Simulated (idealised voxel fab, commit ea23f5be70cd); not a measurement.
Presented below is a process module, voxel capacitor over wiring.
Section cut is 205 nm wide and gridded with 5 nm square cells.
This document writes a cross-section as a grid whose cells are square, and gives it as bands, listed from the top down; one or more rows of cells form a band.
It is stipulated that each band's entry specify, in nanometres, the height of the top of the band and then that of its bottom, followed by the materials of the band in left-to-right sequence, each together with its width in nanometres. A single material marked by the word "full width" is understood to fill the band from edge to edge; the word "empty" is understood to denote empty space.
Basically, 0 is our baseline, since under it the wafer straight out of the box is all one material. The bottom band has no lower end and keeps on going down, so it looks like "0 -> down".
A two-number width, for instance "30->40", indicates that the width is equal to the first number in the top row of the band and to the second number in the bottom row, and that it changes by a constant amount per row of cells.
A step reported as "remained unchanged" is a step in which no cell of the cross-section changed.
The entry "Closed-off voids" lists the empty spaces that cover at least 8 cells and have no open path to the top. Each is written as width x height at distance, where the distance is measured from the left edge and all three values are in nm.
Past the settings on a step's line: simulator remark, on that step.
You can add "overlay nm" to a step's line. For a step with a mask, it describes how far the mask lay to the right of its planned position, and a negative number describes a lay to the left.

**The steps planned for the process are as follows**
- 1: RECEIVE | material Si
- 2: CONFORMAL_DEP | material SiO2 | thk nm 10
- 3: CONFORMAL_DEP | material SiN | thk nm 5
- 4: DIRECTIONAL_DEP | material lowk | thk nm 20
- 5: DIRECTIONAL_DEP | material aC | thk nm 10
- 6: PATTERN | tone open | mask id METAL_1 | material resist | width nm 20 | pitch nm 70 | thk nm 25 | overlay nm 0
- 7: DIRECTIONAL_ETCH | etch materials aC | depth nm 10
- 8: STRIP | etch materials resist
- 9: DIRECTIONAL_ETCH | etch materials lowk | depth nm 20
- 10: DIRECTIONAL_ETCH | etch materials SiN | depth nm 5
- 11: STRIP | etch materials aC
- 12: CONFORMAL_DEP | material TiN | thk nm 5
- 13: FILL_DEP | material Cu | thk nm 10
- 14: CMP | height nm 35
- 15: CONFORMAL_DEP | material SiCN | thk nm 5
- 16: DIRECTIONAL_DEP | material SiO2 | thk nm 15
- 17: DIRECTIONAL_DEP | material aC | thk nm 15
- 18: PATTERN | tone open | mask id PLUG_1 | material resist | width nm 15 | thk nm 30 | overlay nm 0
- 19: DIRECTIONAL_ETCH | etch materials aC | depth nm 15
- 20: STRIP | etch materials resist
- 21: DIRECTIONAL_ETCH | etch materials SiO2 | depth nm 15
- 22: DIRECTIONAL_ETCH | etch materials SiCN | depth nm 5
- 23: STRIP | etch materials aC
- 24: EPI | material Ru | thk nm 10
- 25: EPI | material Ru | thk nm 10
- 26: DIRECTIONAL_DEP | material TiN | thk nm 10
- 27: DIRECTIONAL_DEP | material SiN | thk nm 5
- 28: DIRECTIONAL_DEP | material TiN | thk nm 10
- 29: DIRECTIONAL_DEP | material aC | thk nm 15
- 30: PATTERN | tone cover | mask id UPPER_PLATE | material resist | width nm 55 | thk nm 35 | overlay nm 0
- 31: DIRECTIONAL_ETCH | etch materials aC | depth nm 15
- 32: STRIP | etch materials resist
- 33: DIRECTIONAL_ETCH | etch materials TiN | depth nm 10
- 34: DIRECTIONAL_ETCH | etch materials SiN | depth nm 5
- 35: STRIP | etch materials aC
- 36: MASKED_ETCH | tone cover | mask id LOWER_PLATE | width nm 65 | etch materials TiN | depth nm 10 | overlay nm 0
- 37: FILL_DEP | material SiO2 | thk nm 20
- 38: CMP | height nm 95
- 39: MASKED_ETCH | tone open | mask id PLUG_2 | width nm 15 | etch materials SiO2 | depth nm 15 | overlay nm 0
- 40: CONFORMAL_DEP | material TiN | thk nm 5
- 41: FILL_DEP | material Cu | thk nm 5
- 42: CMP | height nm 95
- 43: CONFORMAL_DEP | material SiCN | thk nm 5

**Step 1 complete: cross-section of the wafer as received**
- 0 -> down | Si full width
- Closed-off voids: none

**Cross-sectional result after module completion. Note: starting condition and plan are unchanged from above; one processing mistake was made**
- 100 -> 95 | SiCN full width
- 95 -> 85 | SiO2: 70 | TiN: 5 | Cu: 5 | TiN: 5 | SiO2: 120
- 85 -> 80 | SiO2: 70 | TiN: 15 | SiO2: 120
- 80 -> 70 | SiO2: 60 | TiN: 55 | SiO2: 90
- 70 -> 65 | SiO2: 60 | SiN: 55 | SiO2: 90
- 65 -> 55 | SiO2: 55 | TiN: 65 | SiO2: 85
- 55 -> 40 | SiO2: 50 | Ru: 15 | SiO2: 140
- 40 -> 35 | SiCN: 50 | Ru: 15 | SiCN: 140
- 35 -> 15 | lowk: 55 | TiN: 5 | Cu: 10 | TiN: 5 | lowk: 50 | TiN: 5 | Cu: 10 | TiN: 5 | lowk: 60
- 15 -> 10 | SiN: 55 | TiN: 20 | SiN: 50 | TiN: 20 | SiN: 60
- 10 -> 0 | SiO2 full width
- 0 -> down | Si full width
- Closed-off voids: none
What was done differently from what was planned? step 18 was run on a setting that differed from the plan, and what really ran there is PATTERN | tone open | mask id PLUG_1 | material resist | width nm 15 | thk nm 30 | overlay nm -10
